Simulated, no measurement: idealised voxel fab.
Process module in this document: voxel fin reveal
The cross-section shown here is cut; it is 215 nm wide and divided into square cells measuring 5 nm on a side.
A cross-section is a grid of square cells, given in bands from the top down. A band is one or more rows of cells.
Heads up on the band format: heights come first, top then bottom, in nm. After that it's the materials left to right, each with its width in nm. A single material flagged "full width" fills the whole band edge to edge, and "empty" means there's empty space there.
The level at which height equals 0 is the one under which the wafer, as it arrives, is entirely one material. No lower edge exists for the bottom band, which continues downward and is notated as in "top 0, no bottom".
Top row gets the first number, bottom row gets the second, and each row in between changes by the same step: that is how a band width like "30 to 40" works.
The designation "no change", where it is given for a processing step, indicates that no cell of the cross-section was altered in the course of that step.
Closed-off voids of 8+ cells (no open route to the top) go in "Voids lacking openings", written width x height at distance from the left edge, in nm.
Step line, after settings: the simulator's comment on this step.
Each step line may optionally specify "overlay nm", which for a step with a mask gives the rightward distance between the mask's planned place and where it lay, a negative value indicating the leftward direction.

PROCESS STEPS FORESEEN IN THE PLAN
1 RECEIVE | material Si
2 CONFORMAL_DEP | material SiN | thk nm 10
3 MASKED_ETCH | tone cover | mask id FINS | width nm 15 | pitch nm 35 | etch materials SiN | depth nm 10 | overlay nm 0
4 MASKED_ETCH | tone cover | mask id FINS | width nm 15 | pitch nm 35 | etch materials Si | depth nm 35 | overlay nm 0
5 FILL_DEP | material SiO2 | thk nm 10
6 CMP | height nm 10
7 SELECTIVE_ETCH | etch materials SiO2 | depth nm 20
8 STRIP | etch materials SiN
9 CONFORMAL_DEP | material SiO2 | thk nm 5

INCOMING WAFER, CROSS-SECTIONAL VIEW, POST STEP 1
  top 0, no bottom | Si full width
  Voids lacking openings: none

THE FOLLOWING CROSS-SECTION DEPICTS THE WAFER UPON CONCLUSION OF THE MODULE. PROCESSING COMMENCED FROM THE STARTING CONDITION ILLUSTRATED ABOVE AND ADHERED TO THE PLAN ILLUSTRATED ABOVE, SAVE FOR ONE MISTAKE IN EXECUTION
  top 0, bottom -10 | empty: 80; Si: 15; empty: 20; Si: 15; empty: 85
  top -10, bottom -35 | SiO2: 80; Si: 15; SiO2: 20; Si: 15; SiO2: 85
  top -35, no bottom | Si full width
  Voids lacking openings: none
What broke from the plan during processing? step 9 from the plan never happened, it was just skipped
